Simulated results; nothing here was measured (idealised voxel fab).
The following process module bears the name voxel self aligned contacts.
270 nm wide, 5 nm square cells: that's cross-section cut.
Notation: cross-section as square-cell grid; stated in bands, top first, going down; one or more cell rows per band. The entry gives the band's vertical extent as a top height and a bottom height in nm, then its horizontal make-up as materials from left to right, each with a width in nm. "blank" stands for empty space; a single material marked "throughout" fills the band edge to edge. It should be noted that heights are counted from 0, beneath which the wafer as supplied is of one material throughout, and that the lowest band possesses no lower boundary but continues downward, as written in "z 0 and below". Width "30 to 40": first value at the band's top row of cells, second value at its bottom row, equal change from row to row. Key: "no modifications" - step with no changed cell in the cross-section. Listed in "Closed void inventory": every empty space of 8 or more cells without an open way to the top. Form: width x height at distance, the distance being from the left edge, all in nm. Heads up: the bit after the settings on a step's line is the simulator's remark on that step. overlay nm: how far to the right of its planned place the mask lay on this masked step (negative: to the left).

-- Below is the list of planned process steps
step 1: RECEIVE [material Si]
step 2: OXIDIZE [depth nm 5]
step 3: DIRECTIONAL_DEP [material polySi] [thk nm 30]
step 4: DIRECTIONAL_DEP [material SiN] [thk nm 20]
step 5: DIRECTIONAL_DEP [material aC] [thk nm 10]
step 6: PATTERN [tone cover] [mask id GATE] [material resist] [width nm 35] [pitch nm 70] [thk nm 25] [overlay nm 0]
step 7: DIRECTIONAL_ETCH [etch materials aC] [depth nm 10]
step 8: STRIP [etch materials resist]
step 9: DIRECTIONAL_ETCH [etch materials SiN] [depth nm 20]
step 10: DIRECTIONAL_ETCH [etch materials polySi] [depth nm 30]
step 11: STRIP [etch materials aC]
step 12: CONFORMAL_DEP [material SiN] [thk nm 10]
step 13: DIRECTIONAL_ETCH [etch materials SiN] [depth nm 10]
step 14: FILL_DEP [material SiO2] [thk nm 15]
step 15: CMP [height nm 60]
step 16: PATTERN [tone open] [mask id CONTACT] [material resist] [width nm 45] [pitch nm 70] [thk nm 15] [overlay nm 0]
step 17: DIRECTIONAL_ETCH [etch materials SiO2] [depth nm 65]
step 18: STRIP [etch materials resist]
step 19: CONFORMAL_DEP [material TiN] [thk nm 5]
step 20: FILL_DEP [material Ru] [thk nm 5]
step 21: CMP [height nm 60]
step 22: CONFORMAL_DEP [material SiN] [thk nm 5]

-- Wafer cross-section on receipt, i.e. after step 1
- z 0 and below | Si throughout
- Closed void inventory: none

-- The following cross-section depicts the wafer upon conclusion of the module. Processing commenced from the starting condition illustrated above and adhered to the plan illustrated above, save for one mistake in execution
- z 65 to 60 | SiN throughout
- z 60 to 50 | 75 SiO2, then 5 to 20 TiN, then 35 to 5 Ru, then 5 to 20 TiN, then 25 SiO2, then 5 to 20 TiN, then 35 to 5 Ru, then 5 to 20 TiN, then 80 SiO2
- z 50 to 30 | 35 SiO2, then 55 SiN, then 5 TiN, then 5 Ru, then 5 TiN, then 55 SiN, then 5 TiN, then 5 Ru, then 5 TiN, then 55 SiN, then 40 SiO2
- z 30 to 0 | 35 SiO2, then 10 SiN, then 35 polySi, then 10 SiN, then 5 TiN, then 5 Ru, then 5 TiN, then 10 SiN, then 35 polySi, then 10 SiN, then 5 TiN, then 5 Ru, then 5 TiN, then 10 SiN, then 35 polySi, then 10 SiN, then 40 SiO2
- z 0 to -5 | 90 SiO2, then 15 TiN, then 55 SiO2, then 15 TiN, then 95 SiO2
- z -5 to -10 | SiO2 throughout
- z -10 and below | Si throughout
- Closed void inventory: none
Want to know what went wrong? step 2 did not happen as planned, as run it was OXIDIZE [depth nm 10]
